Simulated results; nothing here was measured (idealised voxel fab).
Title: Process Module voxel transistor to metal
Section cut is 205 nm wide and gridded with 5 nm square cells.
The cross-sections in this document take the form of a grid made of square cells. They are written out as bands, in order from top to bottom. Each band consists of one or more rows of cells. Basically the band line says how high the top is and how high the bottom is, in nm, and then what's in it from left to right, every material with its width in nm. Empty space shows up as "air", and if a single material carries "full width" it runs the full band edge to edge. Counting heights begins at 0, where everything beneath is, in the wafer as received, one material. The lowest band has no bottom; it goes on downwards, as "0 -> down" shows. You'd read "30 to 40" like this: the band's top row of cells is as wide as the first number, its bottom row is as wide as the second, and going down, every row changes width by the same amount as the row before did. You'll sometimes find "remains unaltered" written for a step, and that's the way of saying that nowhere in the cross-section did a cell change during that step. Basically, "Closed void table" tells you about the enclosed voids: empty spaces with no open way to the top, 8 cells or bigger, each written width x height at distance, where distance is from the left edge, all in nm. Post-settings text on a step line: simulator's own remark regarding the step. On any step carrying a mask, the "overlay nm" setting, if present on the step's line, tells how far right of its planned place the mask lay; negative values point to the left. Pairs from here to the end. Each: cross-section before one process step, cross-section after it, the latter only as far down as the lowest band that changed. Under each: the step between, and its settings. Mind that the pairs may be taken from different runs of this module on the same starting wafer; whether a pair continues from the pair above depends on its entry headed "Cross-section, before", and it does only where that entry says so.
### Cross-section, before
    0 -> down = Si full width
    Closed void table: none
### after
    5 -> 0 = SiO2 full width
    Beneath the level 0, the cross-section is identical to its previous state.
    Closed void table: none
Step sandwiched between the two cross-sections above: CONFORMAL_DEP [material SiO2] [thk nm 5]
Cross-section, before: see preceding pair, after cross-section.
### after
    20 -> 5 = SiN full width
    Beneath the level 5, the cross-section is identical to its previous state.
    Closed void table: none
Step sandwiched between the two cross-sections above: CONFORMAL_DEP [material SiN] [thk nm 15]
Cross-section, before: see preceding pair, after cross-section.
### after
    35 -> 20 = air: 45 / resist: 115 / air: 45
    Beneath the level 20, the cross-section is identical to its previous state.
    Closed void table: none
Step sandwiched between the two cross-sections above: PATTERN [tone cover] [mask id ACTIVE] [material resist] [width nm 115] [thk nm 15] [overlay nm 0]
Cross-section, before: see preceding pair, after cross-section.
### after
    35 -> 20 = air: 45 / resist: 115 / air: 45
    20 -> 5 = air: 45 / SiN: 115 / air: 45
    Beneath the level 5, the cross-section is identical to its previous state.
    Closed void table: none
Step sandwiched between the two cross-sections above: DIRECTIONAL_ETCH [etch materials SiN] [depth nm 15]
Cross-section, before: see preceding pair, after cross-section.
### after
    35 -> 20 = air: 45 / resist: 115 / air: 45
    20 -> 5 = air: 45 / SiN: 115 / air: 45
    5 -> 0 = air: 45 / SiO2: 115 / air: 45
    Beneath the level 0, the cross-section is identical to its previous state.
    Closed void table: none
Step sandwiched between the two cross-sections above: DIRECTIONAL_ETCH [etch materials SiO2] [depth nm 5]
Cross-section, before: see preceding pair, after cross-section.
### after
    35 -> 20 = air: 45 / resist: 115 / air: 45
    20 -> 5 = air: 45 / SiN: 115 / air: 45
    5 -> 0 = air: 45 / SiO2: 115 / air: 45
    0 -> -35 = air: 45 / Si: 115 / air: 45
    Beneath the level -35, the cross-section is identical to its previous state.
    Closed void table: none
Step sandwiched between the two cross-sections above: DIRECTIONAL_ETCH [etch materials Si] [depth nm 35]
Cross-section, before: see preceding pair, after cross-section.
### after
    20 -> 5 = air: 45 / SiN: 115 / air: 45
    Beneath the level 5, the cross-section is identical to its previous state.
    Closed void table: none
Step sandwiched between the two cross-sections above: STRIP [etch materials resist]
Cross-section, before: see preceding pair, after cross-section.
### after
    20 -> 5 = air: 45 / SiN: 115 / air: 45
    5 -> 0 = air: 45 / SiO2: 115 / air: 45
    0 -> -35 = air: 45 / SiO2: 5 / Si: 105 / SiO2: 5 / air: 45
    -35 -> -40 = SiO2: 50 / Si: 105 / SiO2: 50
    Beneath the level -40, the cross-section is identical to its previous state.
    Closed void table: none
Step sandwiched between the two cross-sections above: OXIDIZE [depth nm 5]
Cross-section, before: see preceding pair, after cross-section.
### after
    25 -> 20 = SiO2 full width
    20 -> 5 = SiO2: 45 / SiN: 115 / SiO2: 45
    5 -> 0 = SiO2 full width
    0 -> -40 = SiO2: 50 / Si: 105 / SiO2: 50
    Beneath the level -40, the cross-section is identical to its previous state.
    Closed void table: none
Step sandwiched between the two cross-sections above: FILL_DEP [material SiO2] [thk nm 5]
Cross-section, before: see preceding pair, after cross-section.
### after
    20 -> 5 = SiO2: 45 / SiN: 115 / SiO2: 45
    Beneath the level 5, the cross-section is identical to its previous state.
    Closed void table: none
Step sandwiched between the two cross-sections above: CMP [height nm 20]
Cross-section, before: see preceding pair, after cross-section.
### after
    20 -> 10 = air: 45 / SiN: 115 / air: 45
    Beneath the level 10, the cross-section is identical to its previous state.
    Closed void table: none
Step sandwiched between the two cross-sections above: SELECTIVE_ETCH [etch materials SiO2] [depth nm 10]
Cross-section, before: see preceding pair, after cross-section.
### after
    10 -> 5 = SiO2: 45 / air: 115 / SiO2: 45
    Beneath the level 5, the cross-section is identical to its previous state.
    Closed void table: none
Step sandwiched between the two cross-sections above: STRIP [etch materials SiN]
Cross-section, before: see preceding pair, after cross-section.
### after
    5 -> 0 = SiO2: 40 / air: 125 / SiO2: 40
    Beneath the level 0, the cross-section is identical to its previous state.
    Closed void table: none
Step sandwiched between the two cross-sections above: SELECTIVE_ETCH [etch materials SiO2] [depth nm 5]
Cross-section, before: see preceding pair, after cross-section.
### after
    5 -> 0 = SiO2: 40 / air: 125 / SiO2: 40
    0 -> -5 = SiO2 full width
    Beneath the level -5, the cross-section is identical to its previous state.
    Closed void table: none
Step sandwiched between the two cross-sections above: OXIDIZE [depth nm 5]
Cross-section, before: see preceding pair, after cross-section.
### after
    25 -> 20 = polySi: 40 / air: 125 / polySi: 40
    20 -> 5 = polySi full width
    5 -> 0 = SiO2: 40 / polySi: 125 / SiO2: 40
    Beneath the level 0, the cross-section is identical to its previous state.
    Closed void table: none
Step sandwiched between the two cross-sections above: DIRECTIONAL_DEP [material polySi] [thk nm 20]
Cross-section, before: see preceding pair, after cross-section.
### after
    40 -> 35 = SiCN: 40 / air: 125 / SiCN: 40
    35 -> 25 = SiCN full width
    25 -> 20 = polySi: 40 / SiCN: 125 / polySi: 40
    Beneath the level 20, the cross-section is identical to its previous state.
    Closed void table: none
Step sandwiched between the two cross-sections above: DIRECTIONAL_DEP [material SiCN] [thk nm 15]
Cross-section, before: see preceding pair, after cross-section.
### after
    55 -> 40 = air: 85 / resist: 35 / air: 85
    40 -> 35 = SiCN: 40 / air: 45 / resist: 35 / air: 45 / SiCN: 40
    Beneath the level 35, the cross-section is identical to its previous state.
    Closed void table: none
Step sandwiched between the two cross-sections above: PATTERN [tone cover] [mask id GATE] [material resist] [width nm 35] [thk nm 15] [overlay nm 0]
Cross-section, before: see preceding pair, after cross-section.
### after
    55 -> 35 = air: 85 / resist: 35 / air: 85
    35 -> 25 = air: 85 / SiCN: 35 / air: 85
    25 -> 20 = polySi: 40 / air: 45 / SiCN: 35 / air: 45 / polySi: 40
    Beneath the level 20, the cross-section is identical to its previous state.
    Closed void table: none
Step sandwiched between the two cross-sections above: DIRECTIONAL_ETCH [etch materials SiCN] [depth nm 25]
Cross-section, before: see preceding pair, after cross-section.
### after
    55 -> 35 = air: 85 / resist: 35 / air: 85
    35 -> 20 = air: 85 / SiCN: 35 / air: 85
    20 -> 5 = air: 85 / polySi: 35 / air: 85
    5 -> 0 = SiO2: 40 / air: 45 / polySi: 35 / air: 45 / SiO2: 40
    Beneath the level 0, the cross-section is identical to its previous state.
    Closed void table: none
Step sandwiched between the two cross-sections above: DIRECTIONAL_ETCH [etch materials polySi] [depth nm 30]
Cross-section, before: see preceding pair, after cross-section.
### after
    35 -> 20 = air: 85 / SiCN: 35 / air: 85
    Beneath the level 20, the cross-section is identical to its previous state.
    Closed void table: none
Step sandwiched between the two cross-sections above: STRIP [etch materials resist]
Cross-section, before: see preceding pair, after cross-section.
### after
    40 -> 35 = air: 80 / SiN: 45 / air: 80
    35 -> 20 = air: 80 / SiN: 5 / SiCN: 35 / SiN: 5 / air: 80
    20 -> 10 = air: 80 / SiN: 5 / polySi: 35 / SiN: 5 / air: 80
    10 -> 5 = SiN: 45 / air: 35 / SiN: 5 / polySi: 35 / SiN: 5 / air: 35 / SiN: 45
    5 -> 0 = SiO2: 40 / SiN: 45 / polySi: 35 / SiN: 45 / SiO2: 40
    Beneath the level 0, the cross-section is identical to its previous state.
    Closed void table: none
Step sandwiched between the two cross-sections above: CONFORMAL_DEP [material SiN] [thk nm 5]
Cross-section, before: see preceding pair, after cross-section.
### after
    35 -> 20 = air: 80 / SiN: 5 / SiCN: 35 / SiN: 5 / air: 80
    20 -> 5 = air: 80 / SiN: 5 / polySi: 35 / SiN: 5 / air: 80
    5 -> 0 = SiO2: 40 / SiN: 5 / air: 35 / SiN: 5 / polySi: 35 / SiN: 5 / air: 35 / SiN: 5 / SiO2: 40
    Beneath the level 0, the cross-section is identical to its previous state.
    Closed void table: none
Step sandwiched between the two cross-sections above: DIRECTIONAL_ETCH [etch materials SiN] [depth nm 5]
Cross-section, before: see preceding pair, after cross-section.
### after
    35 -> 20 = air: 80 / SiN: 5 / SiCN: 35 / SiN: 5 / air: 80
    20 -> 5 = air: 80 / SiN: 5 / polySi: 35 / SiN: 5 / air: 80
    5 -> 0 = air: 40 / SiN: 5 / air: 35 / SiN: 5 / polySi: 35 / SiN: 5 / air: 35 / SiN: 5 / air: 40
    0 -> -5 = SiO2: 45 / air: 35 / SiO2: 45 / air: 35 / SiO2: 45
    Beneath the level -5, the cross-section is identical to its previous state.
    Closed void table: none
Step sandwiched between the two cross-sections above: DIRECTIONAL_ETCH [etch materials SiO2] [depth nm 5]
Cross-section, before: see preceding pair, after cross-section.
### after
    35 -> 20 = air: 80 / SiN: 5 / SiCN: 35 / SiN: 5 / air: 80
    20 -> 5 = air: 80 / SiN: 5 / polySi: 35 / SiN: 5 / air: 80
    5 -> 0 = air: 40 / SiN: 5 / air: 35 / SiN: 5 / polySi: 35 / SiN: 5 / air: 35 / SiN: 5 / air: 40
    0 -> -5 = SiO2: 45 / air: 35 / SiO2: 45 / air: 35 / SiO2: 45
    -5 -> -10 = SiO2: 50 / air: 30 / Si: 45 / air: 30 / SiO2: 50
    Beneath the level -10, the cross-section is identical to its previous state.
    Closed void table: none
Step sandwiched between the two cross-sections above: DIRECTIONAL_ETCH [etch materials Si] [depth nm 5]
Cross-section, before: see preceding pair, after cross-section.
### after
    35 -> 20 = air: 80 / SiN: 5 / SiCN: 35 / SiN: 5 / air: 80
    20 -> 5 = air: 80 / SiN: 5 / polySi: 35 / SiN: 5 / air: 80
    5 -> 0 = air: 40 / SiN: 5 / air: 25 / nSi: 10 / SiN: 5 / polySi: 35 / SiN: 5 / nSi: 10 / air: 25 / SiN: 5 / air: 40
    0 -> -5 = SiO2: 45 / nSi: 35 / SiO2: 45 / nSi: 35 / SiO2: 45
    -5 -> -10 = SiO2: 50 / nSi: 30 / Si: 45 / nSi: 30 / SiO2: 50
    Beneath the level -10, the cross-section is identical to its previous state.
    Closed void table: none
Step sandwiched between the two cross-sections above: EPI [material nSi] [thk nm 10]
Cross-section, before: see preceding pair, after cross-section.
### after
    45 -> 35 = SiO2 full width
    35 -> 20 = SiO2: 80 / SiN: 5 / SiCN: 35 / SiN: 5 / SiO2: 80
    20 -> 5 = SiO2: 80 / SiN: 5 / polySi: 35 / SiN: 5 / SiO2: 80
    5 -> 0 = SiO2: 40 / SiN: 5 / SiO2: 25 / nSi: 10 / SiN: 5 / polySi: 35 / SiN: 5 / nSi: 10 / SiO2: 25 / SiN: 5 / SiO2: 40
    Beneath the level 0, the cross-section is identical to its previous state.
    Closed void table: none
Step sandwiched between the two cross-sections above: FILL_DEP [material SiO2] [thk nm 10]
Cross-section, before: see preceding pair, after cross-section.
### after
    20 -> 5 = SiO2: 80 / SiN: 5 / polySi: 35 / SiN: 5 / SiO2: 80
    Beneath the level 5, the cross-section is identical to its previous state.
    Closed void table: none
Step sandwiched between the two cross-sections above: CMP [height nm 20]
Cross-section, before: see preceding pair, after cross-section.
### after
    20 -> 5 = SiO2: 80 / SiN: 5 / air: 35 / SiN: 5 / SiO2: 80
    5 -> 0 = SiO2: 40 / SiN: 5 / SiO2: 25 / nSi: 10 / SiN: 5 / air: 35 / SiN: 5 / nSi: 10 / SiO2: 25 / SiN: 5 / SiO2: 40
    Beneath the level 0, the cross-section is identical to its previous state.
    Closed void table: none
Step sandwiched between the two cross-sections above: STRIP [etch materials polySi]
Cross-section, before: see preceding pair, after cross-section.
### after
    20 -> 15 = air: 80 / SiN: 5 / air: 35 / SiN: 5 / air: 80
    15 -> 5 = SiO2: 80 / SiN: 5 / air: 35 / SiN: 5 / SiO2: 80
    5 -> 0 = SiO2: 40 / SiN: 5 / SiO2: 25 / nSi: 10 / SiN: 5 / air: 35 / SiN: 5 / nSi: 10 / SiO2: 25 / SiN: 5 / SiO2: 40
    0 -> -5 = SiO2: 45 / nSi: 35 / air: 45 / nSi: 35 / SiO2: 45
    Beneath the level -5, the cross-section is identical to its previous state.
    Closed void table: none
Step sandwiched between the two cross-sections above: SELECTIVE_ETCH [etch materials SiO2] [depth nm 5]
Cross-section, before: see preceding pair, after cross-section.
### after
    25 -> 20 = air: 75 / HfO2: 15 / air: 25 / HfO2: 15 / air: 75
    20 -> 15 = HfO2: 80 / SiN: 5 / HfO2: 5 / air: 25 / HfO2: 5 / SiN: 5 / HfO2: 80
    15 -> 5 = SiO2: 80 / SiN: 5 / HfO2: 5 / air: 25 / HfO2: 5 / SiN: 5 / SiO2: 80
    5 -> 0 = SiO2: 40 / SiN: 5 / SiO2: 25 / nSi: 10 / SiN: 5 / HfO2: 5 / air: 25 / HfO2: 5 / SiN: 5 / nSi: 10 / SiO2: 25 / SiN: 5 / SiO2: 40
    0 -> -5 = SiO2: 45 / nSi: 35 / HfO2: 45 / nSi: 35 / SiO2: 45
    Beneath the level -5, the cross-section is identical to its previous state.
    Closed void table: none
Step sandwiched between the two cross-sections above: CONFORMAL_DEP [material HfO2] [thk nm 5]
Cross-section, before: see preceding pair, after cross-section.
### after
    30 -> 25 = air: 70 / TiN: 25 / air: 15 / TiN: 25 / air: 70
    25 -> 20 = TiN: 75 / HfO2: 15 / TiN: 5 / air: 15 / TiN: 5 / HfO2: 15 / TiN: 75
    20 -> 15 = HfO2: 80 / SiN: 5 / HfO2: 5 / TiN: 5 / air: 15 / TiN: 5 / HfO2: 5 / SiN: 5 / HfO2: 80
    15 -> 5 = SiO2: 80 / SiN: 5 / HfO2: 5 / TiN: 5 / air: 15 / TiN: 5 / HfO2: 5 / SiN: 5 / SiO2: 80
    5 -> 0 = SiO2: 40 / SiN: 5 / SiO2: 25 / nSi: 10 / SiN: 5 / HfO2: 5 / TiN: 25 / HfO2: 5 / SiN: 5 / nSi: 10 / SiO2: 25 / SiN: 5 / SiO2: 40
    Beneath the level 0, the cross-section is identical to its previous state.
    Closed void table: none
Step sandwiched between the two cross-sections above: CONFORMAL_DEP [material TiN] [thk nm 5]
Cross-section, before: see preceding pair, after cross-section.
### after
    35 -> 30 = W full width
    30 -> 25 = W: 70 / TiN: 25 / W: 15 / TiN: 25 / W: 70
    25 -> 20 = TiN: 75 / HfO2: 15 / TiN: 5 / W: 15 / TiN: 5 / HfO2: 15 / TiN: 75
    20 -> 15 = HfO2: 80 / SiN: 5 / HfO2: 5 / TiN: 5 / W: 15 / TiN: 5 / HfO2: 5 / SiN: 5 / HfO2: 80
    15 -> 5 = SiO2: 80 / SiN: 5 / HfO2: 5 / TiN: 5 / W: 15 / TiN: 5 / HfO2: 5 / SiN: 5 / SiO2: 80
    Beneath the level 5, the cross-section is identical to its previous state.
    Closed void table: none
Step sandwiched between the two cross-sections above: FILL_DEP [material W] [thk nm 5]
Cross-section, before: see preceding pair, after cross-section.
### after
    15 -> 5 = SiO2: 80 / SiN: 5 / HfO2: 5 / TiN: 5 / W: 15 / TiN: 5 / HfO2: 5 / SiN: 5 / SiO2: 80
    Beneath the level 5, the cross-section is identical to its previous state.
    Closed void table: none
Step sandwiched between the two cross-sections above: CMP [height nm 15]
Cross-section, before: see preceding pair, after cross-section.
### after
    25 -> 15 = SiO2 full width
    Beneath the level 15, the cross-section is identical to its previous state.
    Closed void table: none
Step sandwiched between the two cross-sections above: DIRECTIONAL_DEP [material SiO2] [thk nm 10]
Cross-section, before: see preceding pair, after cross-section.
### after
    25 -> 15 = SiO2: 50 / air: 20 / SiO2: 65 / air: 20 / SiO2: 50
    15 -> 5 = SiO2: 50 / air: 20 / SiO2: 10 / SiN: 5 / HfO2: 5 / TiN: 5 / W: 15 / TiN: 5 / HfO2: 5 / SiN: 5 / SiO2: 10 / air: 20 / SiO2: 50
    5 -> 0 = SiO2: 40 / SiN: 5 / SiO2: 5 / air: 20 / nSi: 10 / SiN: 5 / HfO2: 5 / TiN: 25 / HfO2: 5 / SiN: 5 / nSi: 10 / air: 20 / SiO2: 5 / SiN: 5 / SiO2: 40
    Beneath the level 0, the cross-section is identical to its previous state.
    Closed void table: none
Step sandwiched between the two cross-sections above: MASKED_ETCH [tone open] [mask id CONTACT] [width nm 20] [pitch nm 85] [etch materials SiO2] [depth nm 25] [overlay nm 0]
Cross-section, before: see preceding pair, after cross-section.
### after
    30 -> 25 = TiN: 55 / air: 10 / TiN: 75 / air: 10 / TiN: 55
    25 -> 15 = SiO2: 50 / TiN: 5 / air: 10 / TiN: 5 / SiO2: 65 / TiN: 5 / air: 10 / TiN: 5 / SiO2: 50
    15 -> 5 = SiO2: 50 / TiN: 5 / air: 10 / TiN: 5 / SiO2: 10 / SiN: 5 / HfO2: 5 / TiN: 5 / W: 15 / TiN: 5 / HfO2: 5 / SiN: 5 / SiO2: 10 / TiN: 5 / air: 10 / TiN: 5 / SiO2: 50
    5 -> 0 = SiO2: 40 / SiN: 5 / SiO2: 5 / TiN: 20 / nSi: 10 / SiN: 5 / HfO2: 5 / TiN: 25 / HfO2: 5 / SiN: 5 / nSi: 10 / TiN: 20 / SiO2: 5 / SiN: 5 / SiO2: 40
    Beneath the level 0, the cross-section is identical to its previous state.
    Closed void table: none
Step sandwiched between the two cross-sections above: CONFORMAL_DEP [material TiN] [thk nm 5]
Cross-section, before: see preceding pair, after cross-section.
### after
    35 -> 30 = Ru full width
    30 -> 25 = TiN: 55 / Ru: 10 / TiN: 75 / Ru: 10 / TiN: 55
    25 -> 15 = SiO2: 50 / TiN: 5 / Ru: 10 / TiN: 5 / SiO2: 65 / TiN: 5 / Ru: 10 / TiN: 5 / SiO2: 50
    15 -> 5 = SiO2: 50 / TiN: 5 / Ru: 10 / TiN: 5 / SiO2: 10 / SiN: 5 / HfO2: 5 / TiN: 5 / W: 15 / TiN: 5 / HfO2: 5 / SiN: 5 / SiO2: 10 / TiN: 5 / Ru: 10 / TiN: 5 / SiO2: 50
    Beneath the level 5, the cross-section is identical to its previous state.
    Closed void table: none
Step sandwiched between the two cross-sections above: FILL_DEP [material Ru] [thk nm 5]
Cross-section, before: see preceding pair, after cross-section.
### after
    25 -> 15 = SiO2: 50 / TiN: 5 / Ru: 10 / TiN: 5 / SiO2: 65 / TiN: 5 / Ru: 10 / TiN: 5 / SiO2: 50
    Beneath the level 15, the cross-section is identical to its previous state.
    Closed void table: none
Step sandwiched between the two cross-sections above: CMP [height nm 25]
Cross-section, before: see preceding pair, after cross-section.
### after
    30 -> 25 = SiCN full width
    Beneath the level 25, the cross-section is identical to its previous state.
    Closed void table: none
Step sandwiched between the two cross-sections above: CONFORMAL_DEP [material SiCN] [thk nm 5]
Cross-section, before: see preceding pair, after cross-section.
### after
    55 -> 30 = lowk full width
    Beneath the level 30, the cross-section is identical to its previous state.
    Closed void table: none
Step sandwiched between the two cross-sections above: DIRECTIONAL_DEP [material lowk] [thk nm 25]
Cross-section, before: see preceding pair, after cross-section.
### after
    55 -> 30 = lowk: 50 / air: 20 / lowk: 65 / air: 20 / lowk: 50
    Beneath the level 30, the cross-section is identical to its previous state.
    Closed void table: none
Step sandwiched between the two cross-sections above: MASKED_ETCH [tone open] [mask id METAL_1] [width nm 20] [pitch nm 85] [etch materials lowk] [depth nm 25] [overlay nm 0]
Cross-section, before: see preceding pair, after cross-section.
### after
    55 -> 30 = lowk: 50 / air: 20 / lowk: 65 / air: 20 / lowk: 50
    30 -> 25 = SiCN: 50 / air: 20 / SiCN: 65 / air: 20 / SiCN: 50
    Beneath the level 25, the cross-section is identical to its previous state.
    Closed void table: none
Step sandwiched between the two cross-sections above: MASKED_ETCH [tone open] [mask id METAL_1] [width nm 20] [pitch nm 85] [etch materials SiCN] [depth nm 5] [overlay nm 0]
Cross-section, before: see preceding pair, after cross-section.
### after
    60 -> 55 = TiN: 55 / air: 10 / TiN: 75 / air: 10 / TiN: 55
    55 -> 30 = lowk: 50 / TiN: 5 / air: 10 / TiN: 5 / lowk: 65 / TiN: 5 / air: 10 / TiN: 5 / lowk: 50
    30 -> 25 = SiCN: 50 / TiN: 20 / SiCN: 65 / TiN: 20 / SiCN: 50
    Beneath the level 25, the cross-section is identical to its previous state.
    Closed void table: none
Step sandwiched between the two cross-sections above: CONFORMAL_DEP [material TiN] [thk nm 5]
Cross-section, before: see preceding pair, after cross-section.
### after
    65 -> 60 = Cu full width
    60 -> 55 = TiN: 55 / Cu: 10 / TiN: 75 / Cu: 10 / TiN: 55
    55 -> 30 = lowk: 50 / TiN: 5 / Cu: 10 / TiN: 5 / lowk: 65 / TiN: 5 / Cu: 10 / TiN: 5 / lowk: 50
    Beneath the level 30, the cross-section is identical to its previous state.
    Closed void table: none
Step sandwiched between the two cross-sections above: FILL_DEP [material Cu] [thk nm 5]
Cross-section, before: see preceding pair, after cross-section.
### after
    55 -> 30 = lowk: 50 / TiN: 5 / Cu: 10 / TiN: 5 / lowk: 65 / TiN: 5 / Cu: 10 / TiN: 5 / lowk: 50
    Beneath the level 30, the cross-section is identical to its previous state.
    Closed void table: none
Step sandwiched between the two cross-sections above: CMP [height nm 55]
Cross-section, before: see preceding pair, after cross-section.
### after
    60 -> 55 = SiCN full width
    Beneath the level 55, the cross-section is identical to its previous state.
    Closed void table: none
Step sandwiched between the two cross-sections above: CONFORMAL_DEP [material SiCN] [thk nm 5]
Cross-section, before: see preceding pair, after cross-section.
### after
    90 -> 60 = lowk full width
    Beneath the level 60, the cross-section is identical to its previous state.
    Closed void table: none
Step sandwiched between the two cross-sections above: DIRECTIONAL_DEP [material lowk] [thk nm 30]
Cross-section, before: see preceding pair, after cross-section.
### after
    100 -> 90 = aC full width
    Beneath the level 90, the cross-section is identical to its previous state.
    Closed void table: none
Step sandwiched between the two cross-sections above: DIRECTIONAL_DEP [material aC] [thk nm 10]
Cross-section, before: see preceding pair, after cross-section.
### after
    125 -> 100 = resist: 50 / air: 15 / resist: 70 / air: 15 / resist: 55
    Beneath the level 100, the cross-section is identical to its previous state.
    Closed void table: none
Step sandwiched between the two cross-sections above: PATTERN [tone open] [mask id METAL_2_HOLES] [material resist] [width nm 15] [pitch nm 85] [thk nm 25] [overlay nm 0]
Cross-section, before: see preceding pair, after cross-section.
### after
    115 -> 100 = resist: 50 / air: 15 / resist: 70 / air: 15 / resist: 55
    100 -> 90 = aC: 50 / air: 15 / aC: 70 / air: 15 / aC: 55
    Beneath the level 90, the cross-section is identical to its previous state.
    Closed void table: none
Step sandwiched between the two cross-sections above: DIRECTIONAL_ETCH [etch materials aC] [depth nm 10]
Cross-section, before: see preceding pair, after cross-section.
### after
    100 -> 90 = aC: 50 / air: 15 / aC: 70 / air: 15 / aC: 55
    Beneath the level 90, the cross-section is identical to its previous state.
    Closed void table: none
Step sandwiched between the two cross-sections above: STRIP [etch materials resist]
Cross-section, before: see preceding pair, after cross-section.
### after
    100 -> 90 = aC: 50 / air: 15 / aC: 70 / air: 15 / aC: 55
    90 -> 60 = lowk: 50 / air: 15 / lowk: 70 / air: 15 / lowk: 55
    Beneath the level 60, the cross-section is identical to its previous state.
    Closed void table: none
Step sandwiched between the two cross-sections above: DIRECTIONAL_ETCH [etch materials lowk] [depth nm 30]
Cross-section, before: see preceding pair, after cross-section.
### after
    90 -> 60 = lowk: 50 / air: 15 / lowk: 70 / air: 15 / lowk: 55
    Beneath the level 60, the cross-section is identical to its previous state.
    Closed void table: none
Step sandwiched between the two cross-sections above: STRIP [etch materials aC]
Cross-section, before: see preceding pair, after cross-section.
### after
    100 -> 90 = aC: 50 / air: 15 / aC: 70 / air: 15 / aC: 55
    90 -> 70 = lowk: 50 / air: 15 / lowk: 70 / air: 15 / lowk: 55
    70 -> 60 = lowk: 50 / aC: 15 / lowk: 70 / aC: 15 / lowk: 55
    Beneath the level 60, the cross-section is identical to its previous state.
    Closed void table: none
Step sandwiched between the two cross-sections above: DIRECTIONAL_DEP [material aC] [thk nm 10]
Cross-section, before: see preceding pair, after cross-section.
### after
    125 -> 100 = resist: 50 / air: 20 / resist: 65 / air: 20 / resist: 50
    Beneath the level 100, the cross-section is identical to its previous state.
    Closed void table: none
Step sandwiched between the two cross-sections above: PATTERN [tone open] [mask id METAL_2] [material resist] [width nm 20] [pitch nm 85] [thk nm 25] [overlay nm 0]
Cross-section, before: see preceding pair, after cross-section.
### after
    115 -> 100 = resist: 50 / air: 20 / resist: 65 / air: 20 / resist: 50
    100 -> 90 = aC: 50 / air: 20 / aC: 65 / air: 20 / aC: 50
    90 -> 60 = lowk: 50 / air: 15 / lowk: 70 / air: 15 / lowk: 55
    Beneath the level 60, the cross-section is identical to its previous state.
    Closed void table: none
Step sandwiched between the two cross-sections above: DIRECTIONAL_ETCH [etch materials aC] [depth nm 10]
Cross-section, before: see preceding pair, after cross-section.
### after
    100 -> 90 = aC: 50 / air: 20 / aC: 65 / air: 20 / aC: 50
    Beneath the level 90, the cross-section is identical to its previous state.
    Closed void table: none
Step sandwiched between the two cross-sections above: STRIP [etch materials resist]
Cross-section, before: see preceding pair, after cross-section.
### after
    100 -> 90 = aC: 50 / air: 20 / aC: 65 / air: 20 / aC: 50
    90 -> 75 = lowk: 50 / air: 20 / lowk: 65 / air: 20 / lowk: 50
    Beneath the level 75, the cross-section is identical to its previous state.
    Closed void table: none
Step sandwiched between the two cross-sections above: DIRECTIONAL_ETCH [etch materials lowk] [depth nm 15]
Cross-section, before: see preceding pair, after cross-section.
### after
    100 -> 90 = aC: 50 / air: 20 / aC: 65 / air: 20 / aC: 50
    90 -> 75 = lowk: 50 / air: 20 / lowk: 65 / air: 20 / lowk: 50
    75 -> 60 = lowk: 50 / air: 15 / lowk: 70 / air: 15 / lowk: 55
    60 -> 55 = SiCN: 50 / air: 15 / SiCN: 70 / air: 15 / SiCN: 55
    Beneath the level 55, the cross-section is identical to its previous state.
    Closed void table: none
Step sandwiched between the two cross-sections above: DIRECTIONAL_ETCH [etch materials SiCN] [depth nm 5]
Cross-section, before: see preceding pair, after cross-section.
### after
    90 -> 75 = lowk: 50 / air: 20 / lowk: 65 / air: 20 / lowk: 50
    Beneath the level 75, the cross-section is identical to its previous state.
    Closed void table: none
Step sandwiched between the two cross-sections above: STRIP [etch materials aC]
Cross-section, before: see preceding pair, after cross-section.
### after
    95 -> 90 = TiN: 55 / air: 10 / TiN: 75 / air: 10 / TiN: 55
    90 -> 80 = lowk: 50 / TiN: 5 / air: 10 / TiN: 5 / lowk: 65 / TiN: 5 / air: 10 / TiN: 5 / lowk: 50
    80 -> 75 = lowk: 50 / TiN: 5 / air: 5 / TiN: 10 / lowk: 65 / TiN: 5 / air: 5 / TiN: 10 / lowk: 50
    75 -> 60 = lowk: 50 / TiN: 5 / air: 5 / TiN: 5 / lowk: 70 / TiN: 5 / air: 5 / TiN: 5 / lowk: 55
    60 -> 55 = SiCN: 50 / TiN: 15 / SiCN: 70 / TiN: 15 / SiCN: 55
    Beneath the level 55, the cross-section is identical to its previous state.
    Closed void table: none
Step sandwiched between the two cross-sections above: CONFORMAL_DEP [material TiN] [thk nm 5]
Cross-section, before: see preceding pair, after cross-section.
### after
    100 -> 95 = Cu full width
    95 -> 90 = TiN: 55 / Cu: 10 / TiN: 75 / Cu: 10 / TiN: 55
    90 -> 80 = lowk: 50 / TiN: 5 / Cu: 10 / TiN: 5 / lowk: 65 / TiN: 5 / Cu: 10 / TiN: 5 / lowk: 50
    80 -> 75 = lowk: 50 / TiN: 5 / Cu: 5 / TiN: 10 / lowk: 65 / TiN: 5 / Cu: 5 / TiN: 10 / lowk: 50
    75 -> 60 = lowk: 50 / TiN: 5 / Cu: 5 / TiN: 5 / lowk: 70 / TiN: 5 / Cu: 5 / TiN: 5 / lowk: 55
    Beneath the level 60, the cross-section is identical to its previous state.
    Closed void table: none
Step sandwiched between the two cross-sections above: FILL_DEP [material Cu] [thk nm 5]
Cross-section, before: see preceding pair, after cross-section.
### after
    90 -> 80 = lowk: 50 / TiN: 5 / Cu: 10 / TiN: 5 / lowk: 65 / TiN: 5 / Cu: 10 / TiN: 5 / lowk: 50
    Beneath the level 80, the cross-section is identical to its previous state.
    Closed void table: none
Step sandwiched between the two cross-sections above: CMP [height nm 90]
Cross-section, before: see preceding pair, after cross-section.
### after
    95 -> 90 = SiN full width
    Beneath the level 90, the cross-section is identical to its previous state.
    Closed void table: none
Step sandwiched between the two cross-sections above: CONFORMAL_DEP [material SiN] [thk nm 5]
### Cross-section, before
    0 -> down = Si full width
    Closed void table: none
### after
    15 -> 0 = SiN full width
    Beneath the level 0, the cross-section is identical to its previous state.
    Closed void table: none
Step sandwiched between the two cross-sections above: CONFORMAL_DEP [material SiN] [thk nm 15]
Cross-section, before: see preceding pair, after cross-section.
### after
    30 -> 15 = air: 45 / resist: 115 / air: 45
    Beneath the level 15, the cross-section is identical to its previous state.
    Closed void table: none
Step sandwiched between the two cross-sections above: PATTERN [tone cover] [mask id ACTIVE] [material resist] [width nm 115] [thk nm 15] [overlay nm 0]
Cross-section, before: see preceding pair, after cross-section.
### after
    30 -> 15 = air: 45 / resist: 115 / air: 45
    15 -> 0 = air: 45 / SiN: 115 / air: 45
    Beneath the level 0, the cross-section is identical to its previous state.
    Closed void table: none
Step sandwiched between the two cross-sections above: DIRECTIONAL_ETCH [etch materials SiN] [depth nm 15]
